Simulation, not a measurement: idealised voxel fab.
Process module under the name voxel ribs on slabs
We display cut, a cross-section 185 nm in width whose square cells are each 5 nm.
Cross-sections here: square-cell grids, written as top-down lists of bands, a band being one or more rows of cells. Heights first: top, then bottom, in nm. Then materials, left to right, each with a width in nm. "full width" on a single material: fills the band edge to edge. "empty": empty space. Heights are reckoned from 0. Under this level, the received wafer is all of one material. The bottommost band is open-ended downward, for example "z 0 and below". With a width like "30->40", each row of cells in the band differs from the next by the same amount, the top row carrying the first number and the bottom row the second. Take "left unchanged" at face value: in the step it is given for, the cross-section changed in none of its cells. The entry "Voids lacking openings" lists the empty spaces that cover at least 8 cells and have no open path to the top. Each is written as width x height at distance, where the distance is measured from the left edge and all three values are in nm. On a step's line, text after the settings is the simulator commenting on that step. "overlay nm" answers the question of how far to the right of plan the mask lay on a step that has a mask, and when it is negative the answer is to the left.
-- So here's the lineup of process steps we planned
1: RECEIVE,material Si
2: DIRECTIONAL_DEP,material SiO2,thk nm 20
3: DIRECTIONAL_DEP,material polySi,thk nm 25
4: MASKED_ETCH,tone cover,mask id RIB,width nm 30,etch materials polySi,depth nm 20,overlay nm 0
5: PATTERN,tone cover,mask id SLAB,material resist,width nm 80,thk nm 20,overlay nm 0
6: DIRECTIONAL_ETCH,etch materials polySi,depth nm 5
7: STRIP,etch materials resist
8: FILL_DEP,material SiO2,thk nm 20
9: CMP,height nm 60
10: DIRECTIONAL_DEP,material TiN,thk nm 5
11: MASKED_ETCH,tone cover,mask id HEATER,width nm 40,etch materials TiN,depth nm 5,overlay nm 0
12: CONFORMAL_DEP,material SiN,thk nm 5
-- First of two wafers: run as planned
-- Wafer cross-section on receipt, i.e. after step 1
	z 0 and below = Si full width
	Voids lacking openings: none
-- Upon completion of step 2, the wafer appears in cross-section as shown
	z 20 to 0 = SiO2 full width
	Under 0: no change, same as before.
-- Upon completion of step 3, the wafer appears in cross-section as shown
	z 45 to 20 = polySi full width
	Under 20: no change, same as before.
-- Upon completion of step 4, the wafer appears in cross-section as shown
	z 45 to 25 = empty 75 nm, polySi 30 nm, empty 80 nm
	Under 25: no change, same as before.
-- Upon completion of step 5, the wafer appears in cross-section as shown
	z 65 to 45 = empty 50 nm, resist 80 nm, empty 55 nm
	z 45 to 25 = empty 50 nm, resist 25 nm, polySi 30 nm, resist 25 nm, empty 55 nm
	Under 25: no change, same as before.
-- Upon completion of step 6, the wafer appears in cross-section as shown
	z 65 to 45 = empty 50 nm, resist 80 nm, empty 55 nm
	z 45 to 25 = empty 50 nm, resist 25 nm, polySi 30 nm, resist 25 nm, empty 55 nm
	z 25 to 20 = empty 50 nm, polySi 80 nm, empty 55 nm
	Under 20: no change, same as before.
-- Upon completion of step 7, the wafer appears in cross-section as shown
	z 45 to 25 = empty 75 nm, polySi 30 nm, empty 80 nm
	Under 25: no change, same as before.
-- Upon completion of step 8, the wafer appears in cross-section as shown
	z 65 to 45 = SiO2 full width
	z 45 to 25 = SiO2 75 nm, polySi 30 nm, SiO2 80 nm
	z 25 to 20 = SiO2 50 nm, polySi 80 nm, SiO2 55 nm
	Under 20: no change, same as before.
-- Upon completion of step 9, the wafer appears in cross-section as shown
	z 60 to 45 = SiO2 full width
	Under 45: no change, same as before.
-- Upon completion of step 10, the wafer appears in cross-section as shown
	z 65 to 60 = TiN full width
	Under 60: no change, same as before.
-- Upon completion of step 11, the wafer appears in cross-section as shown
	z 65 to 60 = empty 70 nm, TiN 40 nm, empty 75 nm
	Under 60: no change, same as before.
-- Upon completion of step 12, the wafer appears in cross-section as shown
	z 70 to 65 = empty 65 nm, SiN 50 nm, empty 70 nm
	z 65 to 60 = SiN 70 nm, TiN 40 nm, SiN 75 nm
	Under 60: no change, same as before.
-- The Second Wafer: Common Origin and Plan, One Mistake in Execution, Identical to the First Through Step 3
-- Second wafer, section view, time point: scheduled end of step 4
	z 45 to 25 = empty 80 nm, polySi 20 nm, empty 85 nm
	Under 25: no change, same as before.
-- Second wafer, section view, time point: scheduled end of step 5
	z 65 to 45 = empty 50 nm, resist 80 nm, empty 55 nm
	z 45 to 25 = empty 50 nm, resist 30 nm, polySi 20 nm, resist 30 nm, empty 55 nm
	Under 25: no change, same as before.
-- Second wafer, section view, time point: scheduled end of step 6
	z 65 to 45 = empty 50 nm, resist 80 nm, empty 55 nm
	z 45 to 25 = empty 50 nm, resist 30 nm, polySi 20 nm, resist 30 nm, empty 55 nm
	z 25 to 20 = empty 50 nm, polySi 80 nm, empty 55 nm
	Under 20: no change, same as before.
-- Second wafer, section view, time point: scheduled end of step 7
	z 45 to 25 = empty 80 nm, polySi 20 nm, empty 85 nm
	Under 25: no change, same as before.
-- Second wafer, section view, time point: scheduled end of step 8
	z 65 to 45 = SiO2 full width
	z 45 to 25 = SiO2 80 nm, polySi 20 nm, SiO2 85 nm
	z 25 to 20 = SiO2 50 nm, polySi 80 nm, SiO2 55 nm
	Under 20: no change, same as before.
-- Second wafer, section view, time point: scheduled end of step 9
	z 60 to 45 = SiO2 full width
	Under 45: no change, same as before.
-- Second wafer, section view, time point: scheduled end of step 10
	z 65 to 60 = TiN full width
	Under 60: no change, same as before.
-- Second wafer, section view, time point: scheduled end of step 11
	z 65 to 60 = empty 70 nm, TiN 40 nm, empty 75 nm
	Under 60: no change, same as before.
-- Second wafer, section view, time point: scheduled end of step 12
	z 70 to 65 = empty 65 nm, SiN 50 nm, empty 70 nm
	z 65 to 60 = SiN 70 nm, TiN 40 nm, SiN 75 nm
	Under 60: no change, same as before.
What broke from the plan during processing? not per plan at step 4, really ran MASKED_ETCH,tone cover,mask id RIB,width nm 20,etch materials polySi,depth nm 20,overlay nm 0
Heads up, by the end the second wafer has more or fewer cells of some materials compared to the first: +8 SiO2 | -8 polySi
